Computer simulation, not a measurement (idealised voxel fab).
This section sets out a process module, namely voxel fin reveal.
In the cross-section labelled cut, the width is 255 nm and each square cell is 5 nm.
Notation: cross-section as square-cell grid; stated in bands, top first, going down; one or more cell rows per band.
In this notation a band is specified by the heights of its top and bottom, in that order and in nm, after which its materials appear from left to right, each paired with its width in nm. The word "edge to edge" attached to a single material means that material fills the band from edge to edge; the word "blank" stands for empty space.
For the purposes of this specification, 0 denotes the height below which the wafer in its as-received condition is composed wholly of one material, and the lowermost band, lacking a lower limit, extends downward without end, as expressed in "0 -> down".
Note: "30..40" means the width goes from the first number (top row of the band) to the second number (bottom row) in equal steps per row of cells.
Where a step carries "all unchanged", the cross-section came out of it unchanged, cell for cell.
The list in "Sealed-off cavities" covers empty spaces of 8 cells or more that cannot reach the top through any open way, and it gives each as width x height at distance; the distance is from the left edge, and width, height and distance are in nm.
Past the settings on a step's line: simulator remark, on that step.
overlay nm: for a step with a mask, the amount by which the mask lay right of where it was planned; a negative amount means left of it.

-- Process steps (planned)
1,RECEIVE | material Si
2,CONFORMAL_DEP | material SiN | thk nm 10
3,PATTERN | tone cover | mask id FINS | material resist | width nm 15 | pitch nm 40 | thk nm 15 | overlay nm 0
4,DIRECTIONAL_ETCH | etch materials SiN | depth nm 10
5,DIRECTIONAL_ETCH | etch materials Si | depth nm 35
6,STRIP | etch materials resist
7,OXIDIZE | depth nm 5
8,FILL_DEP | material SiO2 | thk nm 10
9,CMP | height nm 10
10,SELECTIVE_ETCH | etch materials SiO2 | depth nm 20
11,STRIP | etch materials SiN

-- This is the cross-section of the wafer as we received it, i.e. after step 1
  0 -> down | Si edge to edge
  Sealed-off cavities: none

-- The first of two wafers, cross-sectioned at the end of the module, with the run proceeding as planned
  0 -> -10 | blank=85 / Si=5 / blank=35 / Si=5 / blank=35 / Si=5 / blank=85
  -10 -> -40 | SiO2=85 / Si=5 / SiO2=35 / Si=5 / SiO2=35 / Si=5 / SiO2=85
  -40 -> down | Si edge to edge
  Sealed-off cavities: none

-- Cross-sectional view of the second of two wafers upon completion of the module. This wafer shared its starting condition and process plan with the first; one error was made during its execution
  0 -> -30 | blank=85 / Si=5 / blank=35 / Si=5 / blank=35 / Si=5 / blank=85
  -30 -> -40 | SiO2=85 / Si=5 / SiO2=35 / Si=5 / SiO2=35 / Si=5 / SiO2=85
  -40 -> down | Si edge to edge
  Sealed-off cavities: none
Deviation from plan: execution of plan step 10 occurred twice
FYI, end of process, the second wafer has more or fewer cells of some materials than the first: -192 SiO2
